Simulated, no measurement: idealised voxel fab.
process module | voxel quadruple lines
cross-section cut | 170 nm wide | cells 5 nm
A cross-section is a grid of square cells, given in bands from the top down. A band is one or more rows of cells.
Each band's line starts with the height of the band's top and of its bottom, in nm. Then come its materials from left to right, each with its width in nm. One material with "throughout" fills the band from edge to edge. "air" is empty space.
Height 0 is the level under which the wafer as received is all one material. The lowest band goes on downwards, as in "0 down".
A width such as "30 to 40" changes by the same amount from each row of cells to the next, from the band's top row to its bottom row.
"no change" after a step means that no cell of the cross-section changed.
closed voids: empty space of 8 cells or more with no open way to the top, each as width x height at its distance from the left edge, in nm
after a step's settings: what the simulator itself notes on the step
overlay nm, on a step with a mask: how far to the right of its planned place the mask lay; to the left if negative
plan
1 op RECEIVE | material Si
2 op CONFORMAL_DEP | material Al2O3 | thk nm 5
3 op DIRECTIONAL_DEP | material W | thk nm 10
4 op DIRECTIONAL_DEP | material polySi | thk nm 15
5 op DIRECTIONAL_DEP | material aC | thk nm 20
6 op PATTERN | tone cover | mask id MANDREL | material resist | width nm 20 | pitch nm 60 | thk nm 30 | overlay nm -15
7 op DIRECTIONAL_ETCH | etch materials aC | depth nm 20
8 op STRIP | etch materials resist
9 op CONFORMAL_DEP | material SiO2 | thk nm 10
10 op DIRECTIONAL_ETCH | etch materials SiO2 | depth nm 10
11 op STRIP | etch materials aC
12 op DIRECTIONAL_ETCH | etch materials polySi | depth nm 15
13 op STRIP | etch materials SiO2
14 op CONFORMAL_DEP | material SiCN | thk nm 5
15 op DIRECTIONAL_ETCH | etch materials SiCN | depth nm 5
16 op STRIP | etch materials polySi
17 op DIRECTIONAL_ETCH | etch materials W | depth nm 10
18 op STRIP | etch materials SiCN
19 op FILL_DEP | material SiO2 | thk nm 10
20 op CMP | height nm 15
varied across the wafers: overlay nm of step 6. The plan shows the first wafer's value. All wafers start alike
first wafer as received, after step 1
  0 down: Si throughout
  closed voids: none
each wafer at the end: cells of each material gained (+) or lost (-) since it was received, then its closed voids
overlay nm -15 | +34 Al2O3 | +52 SiO2 | +16 W | closed voids: none
overlay nm -10 | +34 Al2O3 | +52 SiO2 | +16 W | closed voids: none
overlay nm -5 | +34 Al2O3 | +52 SiO2 | +16 W | closed voids: none
overlay nm 0 | +34 Al2O3 | +52 SiO2 | +16 W | closed voids: none
overlay nm 5 | +34 Al2O3 | +52 SiO2 | +16 W | closed voids: none
overlay nm 10 | +34 Al2O3 | +52 SiO2 | +16 W | closed voids: none
overlay nm 15 | +34 Al2O3 | +52 SiO2 | +16 W | closed voids: none
